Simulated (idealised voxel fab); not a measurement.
The following is a process module called voxel lift off.
Pictured: cross-section cut, 165 nm wide, on a grid of 5 nm square cells.
The cross-sections in this document take the form of a grid made of square cells. They are written out as bands, in order from top to bottom. Each band consists of one or more rows of cells. Band entry format. Leading values: height of top, height of bottom, nm. Remainder: materials in left-to-right order, each with its width in nm. Special words: "full width" on a single material, which then fills the band edge to edge; "blank", empty space. The level at which height equals 0 is the one under which the wafer, as it arrives, is entirely one material. No lower edge exists for the bottom band, which continues downward and is notated as in "0 down". Per-row width for "30 to 40": begins at first number (top row of band), ends at second number (bottom row), increment between rows held constant. Reading "no change" for a step: not a cell of the cross-section changed in it. This entry, "Enclosed void list", enumerates those empty regions of no fewer than 8 cells that possess no open connection to the top. Each region is reported in the form width x height at distance, the distance being taken from the left edge, with all three quantities expressed in nm. Heads up: the bit after the settings on a step's line is the simulator's remark on that step. Among the settings permitted on a step's line is "overlay nm"; applied to a step with a mask, it specifies the extent to which the mask lay to the right of its planned position, whereas a negative figure signifies a position to the left. How should the pairs below be read? Each gives the cross-section before one process step and the cross-section after it, the latter drawn only to the lowest band that changed; the step that lies between them, with its settings, appears under the pair. Does a pair pick up where the pair above left off? Only where its entry headed "Prior state" says so, since pairs can come from different runs of this module on the same starting wafer.
# Prior state
* 0 down  Si full width
* Enclosed void list: none
# After the Step
* 15 to 0  SiO2 full width
* below 0: unchanged
* Enclosed void list: none
Here is the step that sits between the two cross-sections above: CONFORMAL_DEP, material SiO2, thk nm 15
Prior state: same picture as after in the pair right above, so we don't repeat it.
# After the Step
* 40 to 15  20 of resist, 30 of blank, 15 of resist, 30 of blank, 15 of resist, 30 of blank, 25 of resist
* below 15: unchanged
* Enclosed void list: none
Here is the step that sits between the two cross-sections above: PATTERN, tone open, mask id LINES, material resist, width nm 30, pitch nm 45, thk nm 25, overlay nm 0
Prior state: same picture as after in the pair right above, so we don't repeat it.
# After the Step
* 50 to 40  20 of Ru, 30 of blank, 15 of Ru, 30 of blank, 15 of Ru, 30 of blank, 25 of Ru
* 40 to 25  20 of resist, 30 of blank, 15 of resist, 30 of blank, 15 of resist, 30 of blank, 25 of resist
* 25 to 15  20 of resist, 30 of Ru, 15 of resist, 30 of Ru, 15 of resist, 30 of Ru, 25 of resist
* below 15: unchanged
* Enclosed void list: none
Here is the step that sits between the two cross-sections above: DIRECTIONAL_DEP, material Ru, thk nm 10
Prior state: same picture as after in the pair right above, so we don't repeat it.
# After the Step
* 25 to 15  20 of blank, 30 of Ru, 15 of blank, 30 of Ru, 15 of blank, 30 of Ru, 25 of blank
* below 15: unchanged
* Enclosed void list: none
Here is the step that sits between the two cross-sections above: STRIP, etch materials resist
Prior state: same picture as after in the pair right above, so we don't repeat it.
# After the Step
* 35 to 25  10 of blank, 140 of SiO2, 15 of blank
* 25 to 15  20 of SiO2, 30 of Ru, 15 of SiO2, 30 of Ru, 15 of SiO2, 30 of Ru, 25 of SiO2
* below 15: unchanged
* Enclosed void list: none
Here is the step that sits between the two cross-sections above: CONFORMAL_DEP, material SiO2, thk nm 10
# Prior state
* 15 to 0  SiO2 full width
* 0 down  Si full width
* Enclosed void list: none
# After the Step
* 30 to 0  SiO2 full width
* below 0: unchanged
* Enclosed void list: none
Here is the step that sits between the two cross-sections above: CONFORMAL_DEP, material SiO2, thk nm 15
Prior state: same picture as after in the pair right above, so we don't repeat it.
# After the Step
* 55 to 30  20 of resist, 30 of blank, 15 of resist, 30 of blank, 15 of resist, 30 of blank, 25 of resist
* below 30: unchanged
* Enclosed void list: none
Here is the step that sits between the two cross-sections above: PATTERN, tone open, mask id LINES, material resist, width nm 30, pitch nm 45, thk nm 25, overlay nm 0
Prior state: same picture as after in the pair right above, so we don't repeat it.
# After the Step
* 65 to 55  20 of Ru, 30 of blank, 15 of Ru, 30 of blank, 15 of Ru, 30 of blank, 25 of Ru
* 55 to 40  20 of resist, 30 of blank, 15 of resist, 30 of blank, 15 of resist, 30 of blank, 25 of resist
* 40 to 30  20 of resist, 30 of Ru, 15 of resist, 30 of Ru, 15 of resist, 30 of Ru, 25 of resist
* below 30: unchanged
* Enclosed void list: none
Here is the step that sits between the two cross-sections above: DIRECTIONAL_DEP, material Ru, thk nm 10
Prior state: same picture as after in the pair right above, so we don't repeat it.
# After the Step
* 40 to 30  20 of blank, 30 of Ru, 15 of blank, 30 of Ru, 15 of blank, 30 of Ru, 25 of blank
* below 30: unchanged
* Enclosed void list: none
Here is the step that sits between the two cross-sections above: STRIP, etch materials resist
Prior state: same picture as after in the pair right above, so we don't repeat it.
# After the Step
* 50 to 40  10 of blank, 140 of SiO2, 15 of blank
* 40 to 30  20 of SiO2, 30 of Ru, 15 of SiO2, 30 of Ru, 15 of SiO2, 30 of Ru, 25 of SiO2
* below 30: unchanged
* Enclosed void list: none
Here is the step that sits between the two cross-sections above: CONFORMAL_DEP, material SiO2, thk nm 10
# Prior state
* 40 to 15  20 of resist, 30 of blank, 15 of resist, 30 of blank, 15 of resist, 30 of blank, 25 of resist
* 15 to 0  SiO2 full width
* 0 down  Si full width
* Enclosed void list: none
# After the Step
* 55 to 40  20 of Ru, 30 of blank, 15 of Ru, 30 of blank, 15 of Ru, 30 of blank, 25 of Ru
* 40 to 30  20 of resist, 30 of blank, 15 of resist, 30 of blank, 15 of resist, 30 of blank, 25 of resist
* 30 to 15  20 of resist, 30 of Ru, 15 of resist, 30 of Ru, 15 of resist, 30 of Ru, 25 of resist
* below 15: unchanged
* Enclosed void list: none
Here is the step that sits between the two cross-sections above: DIRECTIONAL_DEP, material Ru, thk nm 15
Prior state: same picture as after in the pair right above, so we don't repeat it.
# After the Step
* 30 to 15  20 of blank, 30 of Ru, 15 of blank, 30 of Ru, 15 of blank, 30 of Ru, 25 of blank
* below 15: unchanged
* Enclosed void list: none
Here is the step that sits between the two cross-sections above: STRIP, etch materials resist
Prior state: same picture as after in the pair right above, so we don't repeat it.
# After the Step
* 40 to 30  10 of blank, 140 of SiO2, 15 of blank
* 30 to 25  10 of blank, 10 of SiO2, 30 of Ru, 15 of SiO2, 30 of Ru, 15 of SiO2, 30 of Ru, 10 of SiO2, 15 of blank
* 25 to 15  20 of SiO2, 30 of Ru, 15 of SiO2, 30 of Ru, 15 of SiO2, 30 of Ru, 25 of SiO2
* below 15: unchanged
* Enclosed void list: none
Here is the step that sits between the two cross-sections above: CONFORMAL_DEP, material SiO2, thk nm 10
# Prior state
* 15 to 0  SiO2 full width
* 0 down  Si full width
* Enclosed void list: none
# After the Step
* 40 to 15  25 of resist, 20 of blank, 25 of resist, 20 of blank, 25 of resist, 20 of blank, 30 of resist
* below 15: unchanged
* Enclosed void list: none
Here is the step that sits between the two cross-sections above: PATTERN, tone open, mask id LINES, material resist, width nm 20, pitch nm 45, thk nm 25, overlay nm 0
Prior state: same picture as after in the pair right above, so we don't repeat it.
# After the Step
* 50 to 40  25 of Ru, 20 of blank, 25 of Ru, 20 of blank, 25 of Ru, 20 of blank, 30 of Ru
* 40 to 25  25 of resist, 20 of blank, 25 of resist, 20 of blank, 25 of resist, 20 of blank, 30 of resist
* 25 to 15  25 of resist, 20 of Ru, 25 of resist, 20 of Ru, 25 of resist, 20 of Ru, 30 of resist
* below 15: unchanged
* Enclosed void list: none
Here is the step that sits between the two cross-sections above: DIRECTIONAL_DEP, material Ru, thk nm 10
Prior state: same picture as after in the pair right above, so we don't repeat it.
# After the Step
* 25 to 15  25 of blank, 20 of Ru, 25 of blank, 20 of Ru, 25 of blank, 20 of Ru, 30 of blank
* below 15: unchanged
* Enclosed void list: none
Here is the step that sits between the two cross-sections above: STRIP, etch materials resist
Prior state: same picture as after in the pair right above, so we don't repeat it.
# After the Step
* 35 to 25  15 of blank, 40 of SiO2, 5 of blank, 40 of SiO2, 5 of blank, 40 of SiO2, 20 of blank
* 25 to 15  25 of SiO2, 20 of Ru, 25 of SiO2, 20 of Ru, 25 of SiO2, 20 of Ru, 30 of SiO2
* below 15: unchanged
* Enclosed void list: none
Here is the step that sits between the two cross-sections above: CONFORMAL_DEP, material SiO2, thk nm 10
# Prior state
* 15 to 0  SiO2 full width
* 0 down  Si full width
* Enclosed void list: none
# After the Step
* 40 to 15  15 of resist, 30 of blank, 15 of resist, 30 of blank, 15 of resist, 30 of blank, 30 of resist
* below 15: unchanged
* Enclosed void list: none
Here is the step that sits between the two cross-sections above: PATTERN, tone open, mask id LINES, material resist, width nm 30, pitch nm 45, thk nm 25, overlay nm -5
Prior state: same picture as after in the pair right above, so we don't repeat it.
# After the Step
* 50 to 40  15 of Ru, 30 of blank, 15 of Ru, 30 of blank, 15 of Ru, 30 of blank, 30 of Ru
* 40 to 25  15 of resist, 30 of blank, 15 of resist, 30 of blank, 15 of resist, 30 of blank, 30 of resist
* 25 to 15  15 of resist, 30 of Ru, 15 of resist, 30 of Ru, 15 of resist, 30 of Ru, 30 of resist
* below 15: unchanged
* Enclosed void list: none
Here is the step that sits between the two cross-sections above: DIRECTIONAL_DEP, material Ru, thk nm 10
Prior state: same picture as after in the pair right above, so we don't repeat it.
# After the Step
* 25 to 15  15 of blank, 30 of Ru, 15 of blank, 30 of Ru, 15 of blank, 30 of Ru, 30 of blank
* below 15: unchanged
* Enclosed void list: none
Here is the step that sits between the two cross-sections above: STRIP, etch materials resist
Prior state: same picture as after in the pair right above, so we don't repeat it.
# After the Step
* 35 to 25  5 of blank, 140 of SiO2, 20 of blank
* 25 to 15  15 of SiO2, 30 of Ru, 15 of SiO2, 30 of Ru, 15 of SiO2, 30 of Ru, 30 of SiO2
* below 15: unchanged
* Enclosed void list: none
Here is the step that sits between the two cross-sections above: CONFORMAL_DEP, material SiO2, thk nm 10
# Prior state
* 40 to 15  20 of resist, 30 of blank, 15 of resist, 30 of blank, 15 of resist, 30 of blank, 25 of resist
* 15 to 0  SiO2 full width
* 0 down  Si full width
* Enclosed void list: none
# After the Step
* 50 to 40  20 of SiO2, 30 of blank, 15 of SiO2, 30 of blank, 15 of SiO2, 30 of blank, 25 of SiO2
* 40 to 25  20 of resist, 30 of blank, 15 of resist, 30 of blank, 15 of resist, 30 of blank, 25 of resist
* 25 to 15  20 of resist, 30 of SiO2, 15 of resist, 30 of SiO2, 15 of resist, 30 of SiO2, 25 of resist
* below 15: unchanged
* Enclosed void list: none
Here is the step that sits between the two cross-sections above: DIRECTIONAL_DEP, material SiO2, thk nm 10
Prior state: same picture as after in the pair right above, so we don't repeat it.
# After the Step
* 25 to 15  20 of blank, 30 of SiO2, 15 of blank, 30 of SiO2, 15 of blank, 30 of SiO2, 25 of blank
* below 15: unchanged
* Enclosed void list: none
Here is the step that sits between the two cross-sections above: STRIP, etch materials resist
Prior state: same picture as after in the pair right above, so we don't repeat it.
# After the Step
* 35 to 25  10 of blank, 140 of SiO2, 15 of blank
* 25 to 0  SiO2 full width
* below 0: unchanged
* Enclosed void list: none
Here is the step that sits between the two cross-sections above: CONFORMAL_DEP, material SiO2, thk nm 10
# Prior state
* 15 to 0  SiO2 full width
* 0 down  Si full width
* Enclosed void list: none
# After the Step
* 40 to 15  20 of blank, 30 of resist, 15 of blank, 30 of resist, 15 of blank, 30 of resist, 25 of blank
* below 15: unchanged
* Enclosed void list: none
Here is the step that sits between the two cross-sections above: PATTERN, tone cover, mask id LINES, material resist, width nm 30, pitch nm 45, thk nm 25, overlay nm 0
Prior state: same picture as after in the pair right above, so we don't repeat it.
# After the Step
* 50 to 40  20 of blank, 30 of Ru, 15 of blank, 30 of Ru, 15 of blank, 30 of Ru, 25 of blank
* 40 to 25  20 of blank, 30 of resist, 15 of blank, 30 of resist, 15 of blank, 30 of resist, 25 of blank
* 25 to 15  20 of Ru, 30 of resist, 15 of Ru, 30 of resist, 15 of Ru, 30 of resist, 25 of Ru
* below 15: unchanged
* Enclosed void list: none
Here is the step that sits between the two cross-sections above: DIRECTIONAL_DEP, material Ru, thk nm 10
Prior state: same picture as after in the pair right above, so we don't repeat it.
# After the Step
* 25 to 15  20 of Ru, 30 of blank, 15 of Ru, 30 of blank, 15 of Ru, 30 of blank, 25 of Ru
* below 15: unchanged
* Enclosed void list: none
Here is the step that sits between the two cross-sections above: STRIP, etch materials resist
Prior state: same picture as after in the pair right above, so we don't repeat it.
# After the Step
* 35 to 25  30 of SiO2, 10 of blank, 35 of SiO2, 10 of blank, 35 of SiO2, 10 of blank, 35 of SiO2
* 25 to 15  20 of Ru, 30 of SiO2, 15 of Ru, 30 of SiO2, 15 of Ru, 30 of SiO2, 25 of Ru
* below 15: unchanged
* Enclosed void list: none
Here is the step that sits between the two cross-sections above: CONFORMAL_DEP, material SiO2, thk nm 10
